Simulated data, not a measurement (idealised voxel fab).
Herein follows the process module entitled voxel self aligned vias.
FYI the section here is cut, 270 nm wide, cells are 5 nm squares.
This document writes a cross-section as a grid whose cells are square, and gives it as bands, listed from the top down; one or more rows of cells form a band. Basically the band line says how high the top is and how high the bottom is, in nm, and then what's in it from left to right, every material with its width in nm. Empty space shows up as "empty", and if a single material carries "edge to edge" it runs the full band edge to edge. Heights are measured from 0, the level below which the as-received wafer is all one material; the lowest band has no bottom and continues downward, written as in "0 and below". So if you see something like "30 to 40" for the width, read it as the top row of the band sitting at the first number and the bottom row at the second, with every row in between moving by the same amount as the last. Any step labelled "nothing different" changed none of the cells in the cross-section. So "Tabulated closed voids" is basically the list of trapped voids: any empty space of 8 cells or more that can't reach the top through an opening. They're written width x height at distance, the distance being from the left edge, and it's all nm. Post-settings text on a step line: simulator's own remark regarding the step. overlay nm: mask offset rightward from planned place, masked step; negative means leftward offset.

Steps in the process plan:
- 1: RECEIVE (material Si)
- 2: CONFORMAL_DEP (material SiO2; thk nm 15)
- 3: CONFORMAL_DEP (material SiCN; thk nm 5)
- 4: DIRECTIONAL_DEP (material SiO2; thk nm 30)
- 5: DIRECTIONAL_DEP (material aC; thk nm 10)
- 6: PATTERN (tone open; mask id LINES; material resist; width nm 30; pitch nm 65; thk nm 30; overlay nm 0)
- 7: DIRECTIONAL_ETCH (etch materials aC; depth nm 10)
- 8: STRIP (etch materials resist)
- 9: DIRECTIONAL_ETCH (etch materials SiO2; depth nm 30)
- 10: STRIP (etch materials aC)
- 11: CONFORMAL_DEP (material TiN; thk nm 5)
- 12: FILL_DEP (material W; thk nm 5)
- 13: CMP (height nm 50)
- 14: SELECTIVE_ETCH (etch materials W Ru TiN; depth nm 5)
- 15: FILL_DEP (material SiN; thk nm 5)
- 16: CMP (height nm 50)
- 17: DIRECTIONAL_DEP (material SiO2; thk nm 5)
- 18: MASKED_ETCH (tone open; mask id VIAS; width nm 40; pitch nm 65; etch materials SiO2; depth nm 15; overlay nm 0)
- 19: MASKED_ETCH (tone open; mask id VIAS; width nm 40; pitch nm 65; etch materials SiN; depth nm 5; overlay nm 0)
- 20: CONFORMAL_DEP (material TiN; thk nm 5)
- 21: FILL_DEP (material W; thk nm 5)
- 22: CMP (height nm 65)
- 23: CONFORMAL_DEP (material SiN; thk nm 5)
varied across the wafers: thk nm of step 17. The plan shows the first wafer's value. All wafers start alike

Cross-section of the first incoming wafer of several, state after step 1:
- 0 and below  Si edge to edge
- Tabulated closed voids: none

Every row in this table is a wafer at the end of the module, and it gives, for each of the materials, the cells that wafer has gained (+) or lost (-) since it was received, then its closed voids:
thk nm 5 | +54 SiCN | +54 SiN | +396 SiO2 | +114 TiN | +138 W | Tabulated closed voids: none
thk nm 10 | +54 SiCN | +54 SiN | +432 SiO2 | +114 TiN | +102 W | Tabulated closed voids: none
thk nm 15 | +54 SiCN | +54 SiN | +468 SiO2 | +84 TiN | +96 W | Tabulated closed voids: none
thk nm 20 | +54 SiCN | +72 SiN | +492 SiO2 | +72 TiN | +66 W | Tabulated closed voids: none
thk nm 25 | +54 SiCN | +72 SiN | +516 SiO2 | +66 TiN | +48 W | Tabulated closed voids: none
thk nm 30 | +54 SiCN | +72 SiN | +540 SiO2 | +42 TiN | +48 W | Tabulated closed voids: none
